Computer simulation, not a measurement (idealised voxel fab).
Herein follows the process module entitled voxel self aligned vias.
Cross-section cut: width 295 nm, square cells of 5 nm.
A cross-section is written here as square cells arranged in a grid, and it is given in bands from the top down, each band taking up one or more rows of cells. It is stipulated that each band's entry specify, in nanometres, the height of the top of the band and then that of its bottom, followed by the materials of the band in left-to-right sequence, each together with its width in nanometres. A single material marked by the word "all across" is understood to fill the band from edge to edge; the word "empty" is understood to denote empty space. Beneath 0, the wafer as received is one material, and that level is where height counting begins. The lowest band goes on downward without a bottom; it is written like "top 0, no bottom". The notation "30..40" denotes a width that varies across the rows of cells in the band, beginning at the first number in the top row, finishing at the second number in the bottom row, and changing by an identical amount from each row to the next. You'll sometimes find "all unchanged" written for a step, and that's the way of saying that nowhere in the cross-section did a cell change during that step. Reported under the label "Closed void inventory" are the empty spaces having no open way to the top and comprising 8 cells or more; the notation for each is width x height at distance, in which the distance is measured from the left edge and all three values are in nm. That trailing text on a step's line, after the settings, is the simulator's own remark on the step. "overlay nm", when on a step's line for a step with a mask, measures how far to the right of its planned place the mask lay; a negative measure means to the left.

## List of planned process steps
1) RECEIVE,material Si
2) CONFORMAL_DEP,material SiO2,thk nm 15
3) CONFORMAL_DEP,material SiCN,thk nm 5
4) DIRECTIONAL_DEP,material lowk,thk nm 20
5) PATTERN,tone open,mask id LINES,material resist,width nm 30,pitch nm 55,thk nm 15,overlay nm 0
6) DIRECTIONAL_ETCH,etch materials lowk,depth nm 20
7) STRIP,etch materials resist
8) CONFORMAL_DEP,material TiN,thk nm 5
9) FILL_DEP,material W,thk nm 10
10) CMP,height nm 40
11) SELECTIVE_ETCH,etch materials W Ru TiN,depth nm 5
12) FILL_DEP,material SiN,thk nm 5
13) CMP,height nm 40
14) DIRECTIONAL_DEP,material lowk,thk nm 15
15) MASKED_ETCH,tone open,mask id VIAS,width nm 40,pitch nm 110,etch materials lowk,depth nm 15,overlay nm 0
16) MASKED_ETCH,tone open,mask id VIAS,width nm 40,pitch nm 110,etch materials SiN,depth nm 5,overlay nm 0
17) CONFORMAL_DEP,material TiN,thk nm 5
18) FILL_DEP,material W,thk nm 5
19) CMP,height nm 55
20) CONFORMAL_DEP,material SiCN,thk nm 5

## As received (post step 1): cross-section
    top 0, no bottom | Si all across
    Closed void inventory: none

## The cross-section shown corresponds to the wafer at the conclusion of the module. The initial structure and the process plan are those presented above; however, one mistake occurred in executing the plan
    top 60, bottom 55 | SiCN all across
    top 55, bottom 45 | 70 of lowk  5 of TiN  30 of W  5 of TiN  70 of lowk  5 of TiN  30 of W  5 of TiN  75 of lowk
    top 45, bottom 40 | 70 of lowk  10 of TiN  20 of W  10 of TiN  70 of lowk  10 of TiN  20 of W  10 of TiN  75 of lowk
    top 40, bottom 35 | 75 of lowk  30 of TiN  25 of lowk  30 of SiN  25 of lowk  30 of TiN  80 of lowk
    top 35, bottom 30 | SiCN all across
    top 30, bottom 0 | SiO2 all across
    top 0, no bottom | Si all across
    Closed void inventory: none
Processing error: plan step 2 ran twice
